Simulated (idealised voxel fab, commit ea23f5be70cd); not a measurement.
process module | voxel wiring stack
cross-section cut | 260 nm wide | cells 5 nm
A cross-section is a grid of square cells, given in bands from the top down. A band is one or more rows of cells.
Each band's line starts with the height of the band's top and of its bottom, in nm. Then come its materials from left to right, each with its width in nm. One material with "throughout" fills the band from edge to edge. "air" is empty space.
Height 0 is the level under which the wafer as received is all one material. The lowest band goes on downwards, as in "0 down".
A width such as "30 to 40" changes by the same amount from each row of cells to the next, from the band's top row to its bottom row.
"no change" after a step means that no cell of the cross-section changed.
closed voids: empty space of 8 cells or more with no open way to the top, each as width x height at its distance from the left edge, in nm
after a step's settings: what the simulator itself notes on the step
overlay nm, on a step with a mask: how far to the right of its planned place the mask lay; to the left if negative
plan
1 op RECEIVE | material Si
2 op CONFORMAL_DEP | material SiO2 | thk nm 15
3 op DIRECTIONAL_DEP | material TiN | thk nm 5
4 op DIRECTIONAL_DEP | material W | thk nm 25
5 op MASKED_ETCH | tone cover | mask id METAL_1 | width nm 30 | pitch nm 55 | etch materials W | depth nm 25 | overlay nm 0
6 op MASKED_ETCH | tone cover | mask id METAL_1 | width nm 30 | pitch nm 55 | etch materials TiN | depth nm 5 | overlay nm 0
7 op FILL_DEP | material lowk | thk nm 5
8 op CMP | height nm 45
9 op CONFORMAL_DEP | material SiCN | thk nm 5
10 op DIRECTIONAL_DEP | material lowk | thk nm 10
11 op MASKED_ETCH | tone open | mask id PLUG_1 | width nm 15 | etch materials lowk | depth nm 10 | overlay nm 0
12 op MASKED_ETCH | tone open | mask id PLUG_1 | width nm 15 | etch materials SiCN | depth nm 5 | overlay nm 0
13 op EPI | material Ru | thk nm 10
14 op EPI | material Ru | thk nm 5
15 op DIRECTIONAL_DEP | material TiN | thk nm 5
16 op DIRECTIONAL_DEP | material W | thk nm 15
17 op PATTERN | tone cover | mask id METAL_2 | material resist | width nm 30 | pitch nm 55 | thk nm 15 | overlay nm 0
18 op DIRECTIONAL_ETCH | etch materials W | depth nm 15
19 op DIRECTIONAL_ETCH | etch materials TiN | depth nm 5
20 op STRIP | etch materials resist
21 op FILL_DEP | material lowk | thk nm 10
22 op CMP | height nm 80
23 op CONFORMAL_DEP | material SiCN | thk nm 5
24 op DIRECTIONAL_DEP | material lowk | thk nm 15
25 op PATTERN | tone open | mask id PLUG_2 | material resist | width nm 15 | pitch nm 55 | thk nm 20 | overlay nm 0
26 op DIRECTIONAL_ETCH | etch materials lowk | depth nm 15
27 op DIRECTIONAL_ETCH | etch materials SiCN | depth nm 5
28 op STRIP | etch materials resist
29 op EPI | material Ru | thk nm 10
30 op EPI | material Ru | thk nm 10
31 op CONFORMAL_DEP | material SiCN | thk nm 5
32 op DIRECTIONAL_DEP | material lowk | thk nm 20
33 op DIRECTIONAL_DEP | material aC | thk nm 10
34 op PATTERN | tone open | mask id METAL_3 | material resist | width nm 30 | pitch nm 55 | thk nm 25 | overlay nm 0
35 op DIRECTIONAL_ETCH | etch materials aC | depth nm 10
36 op STRIP | etch materials resist
37 op DIRECTIONAL_ETCH | etch materials lowk | depth nm 20
38 op DIRECTIONAL_ETCH | etch materials SiCN | depth nm 5
39 op STRIP | etch materials aC
40 op CONFORMAL_DEP | material TiN | thk nm 5
41 op FILL_DEP | material Ru | thk nm 10
42 op CMP | height nm 125
43 op CONFORMAL_DEP | material SiCN | thk nm 5
44 op DIRECTIONAL_DEP | material SiO2 | thk nm 10
45 op MASKED_ETCH | tone open | mask id PLUG_3 | width nm 15 | pitch nm 55 | etch materials SiO2 | depth nm 10 | overlay nm 0
46 op MASKED_ETCH | tone open | mask id PLUG_3 | width nm 15 | pitch nm 55 | etch materials SiCN | depth nm 5 | overlay nm 0
47 op CONFORMAL_DEP | material TiN | thk nm 5
48 op FILL_DEP | material W | thk nm 10
49 op CMP | height nm 140
50 op CONFORMAL_DEP | material SiN | thk nm 5
51 op DIRECTIONAL_DEP | material SiO2 | thk nm 20
52 op PATTERN | tone open | mask id METAL_4 | material resist | width nm 30 | pitch nm 55 | thk nm 20 | overlay nm 0
53 op DIRECTIONAL_ETCH | etch materials SiO2 | depth nm 20
54 op DIRECTIONAL_ETCH | etch materials SiN | depth nm 5
55 op STRIP | etch materials resist
56 op CONFORMAL_DEP | material TiN | thk nm 5
57 op FILL_DEP | material Cu | thk nm 10
58 op CMP | height nm 165
59 op EPI | material Ru | thk nm 5
60 op FILL_DEP | material SiCN | thk nm 5
as received, after step 1
  0 down: Si throughout
  closed voids: none
first wafer at the end, as planned
  175 to 170: SiCN throughout
  170 to 165: SiCN 80 | Ru 40 | SiCN 15 | Ru 40 | SiCN 85
  165 to 145: SiO2 85 | TiN 5 | Cu 20 | TiN 5 | SiO2 25 | TiN 5 | Cu 20 | TiN 5 | SiO2 90
  145 to 140: SiN 85 | TiN 30 | SiN 25 | TiN 30 | SiN 90
  140 to 130: SiO2 85 | TiN 5 | W 5 | TiN 5 | SiO2 40 | TiN 5 | W 5 | TiN 5 | SiO2 105
  130 to 125: SiCN 85 | TiN 15 | SiCN 40 | TiN 15 | SiCN 105
  125 to 105: lowk 85 | TiN 5 | Ru 20 | TiN 5 | lowk 25 | TiN 5 | Ru 20 | TiN 5 | lowk 90
  105 to 100: SiCN 85 | TiN 30 | SiCN 25 | TiN 30 | SiCN 90
  100 to 85: lowk 85 | Ru 15 | lowk 40 | Ru 15 | lowk 105
  85 to 80: SiCN 85 | Ru 15 | SiCN 40 | Ru 15 | SiCN 105
  80 to 65: lowk 85 | W 30 | lowk 25 | W 30 | lowk 90
  65 to 60: lowk 85 | TiN 30 | lowk 25 | TiN 30 | lowk 90
  60 to 50: lowk 85 | Ru 15 | lowk 160
  50 to 45: SiCN 85 | Ru 15 | SiCN 160
  45 to 20: lowk 85 | W 30 | lowk 25 | W 30 | lowk 90
  20 to 15: lowk 85 | TiN 30 | lowk 25 | TiN 30 | lowk 90
  15 to 0: SiO2 throughout
  0 down: Si throughout
  closed voids: none
second wafer at the end: like start, like plan, one mistake
  175 to 170: SiCN throughout
  170 to 165: SiCN 80 | Ru 40 | SiCN 15 | Ru 40 | SiCN 85
  165 to 145: SiO2 85 | TiN 5 | Cu 20 | TiN 5 | SiO2 25 | TiN 5 | Cu 20 | TiN 5 | SiO2 90
  145 to 140: SiN 85 | TiN 30 | SiN 25 | TiN 30 | SiN 90
  140 to 130: SiO2 85 | TiN 5 | W 5 | TiN 5 | SiO2 40 | TiN 5 | W 5 | TiN 5 | SiO2 105
  130 to 125: SiCN 85 | TiN 15 | SiCN 40 | TiN 15 | SiCN 105
  125 to 115: lowk 85 | TiN 5 | Ru 20 | TiN 5 | lowk 25 | TiN 5 | Ru 20 | TiN 5 | lowk 90
  115 to 110: lowk 70 | SiCN 15 | TiN 30 | lowk 10 | SiCN 15 | TiN 30 | lowk 90
  110 to 105: lowk 70 | SiCN 5 | Ru 35 | SiCN 5 | lowk 10 | SiCN 5 | Ru 35 | SiCN 5 | lowk 90
  105 to 100: SiCN 75 | Ru 35 | SiCN 20 | Ru 35 | SiCN 95
  100 to 85: lowk 85 | Ru 15 | lowk 40 | Ru 15 | lowk 105
  85 to 80: SiCN 85 | Ru 15 | SiCN 40 | Ru 15 | SiCN 105
  80 to 65: lowk 85 | W 30 | lowk 25 | W 30 | lowk 90
  65 to 60: lowk 85 | TiN 30 | lowk 25 | TiN 30 | lowk 90
  60 to 50: lowk 85 | Ru 15 | lowk 160
  50 to 45: SiCN 85 | Ru 15 | SiCN 160
  45 to 20: lowk 85 | W 30 | lowk 25 | W 30 | lowk 90
  20 to 15: lowk 85 | TiN 30 | lowk 25 | TiN 30 | lowk 90
  15 to 0: SiO2 throughout
  0 down: Si throughout
  closed voids: none
what went wrong: one of the steps 29 and 30, which are alike, was run twice
at the end the second wafer has, in cells: 12 more of Ru | 8 more of SiCN | 8 fewer of TiN | 12 fewer of lowk
